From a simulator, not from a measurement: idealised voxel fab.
Process module name: voxel capacitor over wiring
265 nm wide, 5 nm square cells: that's cross-section cut.
For the purposes of this document, a cross-section shall be understood as a grid of square cells, specified as bands listed in top-to-bottom order, each band consisting of one or more rows of cells. Basically the band line says how high the top is and how high the bottom is, in nm, and then what's in it from left to right, every material with its width in nm. Empty space shows up as "empty", and if a single material carries "edge to edge" it runs the full band edge to edge. Convention: height 0 is the level below which the wafer, as received, is all one material. The lowest band does not terminate at the bottom but continues downward, represented as "0 nm and below". Think of "30..40" as a width that walks from the first number to the second as you go down the band, top row to bottom row, taking equal-sized steps from row to row. Reading "stayed the same" for a step: not a cell of the cross-section changed in it. In "Sealed internal voids" the enclosed voids are listed, meaning empty spaces of 8 cells or larger without any opening to the top. The form is width x height at distance, distance from the left edge, units nm. Past the settings on a step's line: simulator remark, on that step. Steps that use a mask can have "overlay nm" on their line. It says how far the mask sat to the right of where it was meant to be. Negative means to the left.

Set out below are the planned steps of the process:
| 1 | RECEIVE, material Si |
| 2 | CONFORMAL_DEP, material SiO2, thk nm 15 |
| 3 | CONFORMAL_DEP, material SiN, thk nm 5 |
| 4 | DIRECTIONAL_DEP, material SiO2, thk nm 25 |
| 5 | MASKED_ETCH, tone open, mask id METAL_1, width nm 30, pitch nm 90, etch materials SiO2, depth nm 25, overlay nm 0 |
| 6 | MASKED_ETCH, tone open, mask id METAL_1, width nm 30, pitch nm 90, etch materials SiN, depth nm 5, overlay nm 0 |
| 7 | CONFORMAL_DEP, material TiN, thk nm 5 |
| 8 | FILL_DEP, material Cu, thk nm 10 |
| 9 | CMP, height nm 45 |
| 10 | CONFORMAL_DEP, material SiCN, thk nm 5 |
| 11 | DIRECTIONAL_DEP, material SiO2, thk nm 15 |
| 12 | PATTERN, tone open, mask id PLUG_1, material resist, width nm 15, thk nm 15, overlay nm 0 |
| 13 | DIRECTIONAL_ETCH, etch materials SiO2, depth nm 15 |
| 14 | DIRECTIONAL_ETCH, etch materials SiCN, depth nm 5 |
| 15 | STRIP, etch materials resist |
| 16 | EPI, material Ru, thk nm 10 |
| 17 | EPI, material Ru, thk nm 10 |
| 18 | DIRECTIONAL_DEP, material TiN, thk nm 5 |
| 19 | DIRECTIONAL_DEP, material HfO2, thk nm 5 |
| 20 | DIRECTIONAL_DEP, material TiN, thk nm 10 |
| 21 | PATTERN, tone cover, mask id UPPER_PLATE, material resist, width nm 65, thk nm 15, overlay nm 0 |
| 22 | DIRECTIONAL_ETCH, etch materials TiN, depth nm 10 |
| 23 | DIRECTIONAL_ETCH, etch materials HfO2, depth nm 5 |
| 24 | STRIP, etch materials resist |
| 25 | PATTERN, tone cover, mask id LOWER_PLATE, material resist, width nm 75, thk nm 15, overlay nm 0 |
| 26 | DIRECTIONAL_ETCH, etch materials TiN, depth nm 5 |
| 27 | STRIP, etch materials resist |
| 28 | FILL_DEP, material SiO2, thk nm 15 |
| 29 | CMP, height nm 95 |
| 30 | PATTERN, tone open, mask id PLUG_2, material resist, width nm 15, thk nm 20, overlay nm 0 |
| 31 | DIRECTIONAL_ETCH, etch materials SiO2, depth nm 10 |
| 32 | STRIP, etch materials resist |
| 33 | CONFORMAL_DEP, material TiN, thk nm 5 |
| 34 | FILL_DEP, material Cu, thk nm 10 |
| 35 | CMP, height nm 95 |
| 36 | CONFORMAL_DEP, material SiN, thk nm 5 |

Cross-section, incoming material, after step 1:
* 0 nm and below | Si edge to edge
* Sealed internal voids: none

Starting structure and process plan are as shown above, but one mistake was made in running the module; the wafer cross-section at the end of the module follows:
* 100 nm to 95 nm | SiN edge to edge
* 95 nm to 90 nm | 95 SiO2; 5 TiN; 5 Cu; 5 TiN; 155 SiO2
* 90 nm to 85 nm | 95 SiO2; 15 TiN; 155 SiO2
* 85 nm to 75 nm | 100 SiO2; 50 TiN; 115 SiO2
* 75 nm to 70 nm | 100 SiO2; 50 HfO2; 115 SiO2
* 70 nm to 65 nm | 80 SiO2; 5 TiN; 15 SiO2; 55 TiN; 110 SiO2
* 65 nm to 55 nm | 85 SiO2; 15 TiN; 165 SiO2
* 55 nm to 50 nm | 85 SiO2; 15 HfO2; 165 SiO2
* 50 nm to 45 nm | 85 SiCN; 15 TiN; 165 SiCN
* 45 nm to 25 nm | 65 Cu; 5 TiN; 30 SiO2; 5 TiN; 50 Cu; 5 TiN; 30 SiO2; 5 TiN; 70 Cu
* 25 nm to 20 nm | 70 TiN; 30 SiO2; 60 TiN; 30 SiO2; 75 TiN
* 20 nm to 15 nm | SiN edge to edge
* 15 nm to 0 nm | SiO2 edge to edge
* 0 nm and below | Si edge to edge
* Sealed internal voids: none
Heads up, the wafer didn't run the way we planned it: contrary to plan, step 5 was performed as MASKED_ETCH, tone cover, mask id METAL_1, width nm 30, pitch nm 90, etch materials SiO2, depth nm 25, overlay nm 0
